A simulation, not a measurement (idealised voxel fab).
The following is a process module called voxel released beams.
Cross-section cut spans 180 nm and uses square cells 5 nm in size.
A cross-section is a grid of square cells, given in bands from the top down. A band is one or more rows of cells. Quick guide to a band line: top height, bottom height (nm) up front; then every material left to right with its width in nm. Only one material and it's marked "edge to edge"? Then it fills the band edge to edge. And "blank" just means empty space. We count height from 0. Below that, the starting wafer is all one material. The lowest band never ends at the bottom but goes on down; see "from 0 down" for how that is written. The notation "30..40" denotes a width that varies across the rows of cells in the band, beginning at the first number in the top row, finishing at the second number in the bottom row, and changing by an identical amount from each row to the next. "no modifications" (step): cross-section cells unchanged, all of them. "Sealed voids": empty spaces of 8 cells or more with no open way to the top, each given as width x height at distance, distance from the left edge, all in nm. Anything after a step's settings on that line? It's the simulator's own note about the step. overlay nm: how far to the right of its planned place the mask lay on this masked step (negative: to the left).

Here's what the planned process steps look like:
- 1: RECEIVE: material Si
- 2: CONFORMAL_DEP: material Al2O3, thk nm 5
- 3: DIRECTIONAL_DEP: material SiO2, thk nm 15
- 4: DIRECTIONAL_DEP: material aC, thk nm 15
- 5: PATTERN: tone open, mask id ANCHOR, material resist, width nm 30, thk nm 35, overlay nm 0
- 6: DIRECTIONAL_ETCH: etch materials aC, depth nm 15
- 7: STRIP: etch materials resist
- 8: DIRECTIONAL_ETCH: etch materials SiO2, depth nm 15
- 9: STRIP: etch materials aC
- 10: CONFORMAL_DEP: material polySi, thk nm 10
- 11: MASKED_ETCH: tone cover, mask id BEAM, width nm 80, etch materials polySi, depth nm 10, overlay nm 0
- 12: STRIP: etch materials SiO2

Step 1 complete: cross-section of the wafer as received:
  from 0 down = Si edge to edge
  Sealed voids: none

The cross-section shown corresponds to the wafer at the conclusion of the module. The initial structure and the process plan are those presented above; however, one mistake occurred in executing the plan:
  from 30 to 20 = blank=45 / polySi=80 / blank=55
  from 20 to 15 = Al2O3 edge to edge
  from 15 to 0 = SiO2 edge to edge
  from 0 down = Si edge to edge
  Sealed voids: none
Plan not followed: the run placed steps 2 and 3 each in the position the plan gave to the other
